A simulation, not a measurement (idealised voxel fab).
Herein follows the process module entitled voxel trench capacitor.
The cross-section shown here is cut; it is 145 nm wide and divided into square cells measuring 5 nm on a side.
Notation: cross-section as square-cell grid; stated in bands, top first, going down; one or more cell rows per band. The band entry comprises the height of the band's top followed by the height of its bottom, expressed in nm, and subsequently the band's materials from left to right, each stated together with its width in nm. Where a single material is marked with the word "throughout", that material fills the band from edge to edge. The word "blank" represents empty space. Heights from 0 (as-received wafer is one material below). Bottom band endless downward, as "0 and below". Read "30 to 40" as a graded width: first number on top, second number at the bottom, same change between each pair of neighbouring rows. No cell of the cross-section changed in a step that is given as "nothing got changed". "Closed cavities": empty spaces of 8 cells or more with no open way to the top, each given as width x height at distance, distance from the left edge, all in nm. Note: text after step settings on the step line = simulator remark on that step. overlay nm: mask offset rightward from planned place, masked step; negative means leftward offset.

Process steps foreseen in the plan:
1,RECEIVE (material Si)
2,CONFORMAL_DEP (material SiN; thk nm 10)
3,MASKED_ETCH (tone open; mask id TRENCH; width nm 30; pitch nm 45; etch materials SiN; depth nm 10; overlay nm 0)
4,MASKED_ETCH (tone open; mask id TRENCH; width nm 30; pitch nm 45; etch materials Si; depth nm 25; overlay nm 0)
5,CONFORMAL_DEP (material Al2O3; thk nm 5)
6,CONFORMAL_DEP (material TiN; thk nm 5)
7,FILL_DEP (material W; thk nm 10)
8,CMP (height nm 10)

Step 1 complete: cross-section of the wafer as received:
* 0 and below: Si throughout
* Closed cavities: none

This is how the wafer looks in cross-section once the module is done, given the starting state and plan above and one mistake in carrying the plan out:
* 10 down to 0: SiN: 35, TiN: 5, W: 20, TiN: 5, SiN: 15, TiN: 5, W: 20, TiN: 5, SiN: 35
* 0 down to -20: Si: 35, TiN: 5, W: 20, TiN: 5, Si: 15, TiN: 5, W: 20, TiN: 5, Si: 35
* -20 down to -25: Si: 35, TiN: 30, Si: 15, TiN: 30, Si: 35
* -25 and below: Si throughout
* Closed cavities: none
Plan not followed: with respect to the plan, step 5 was omitted and not executed
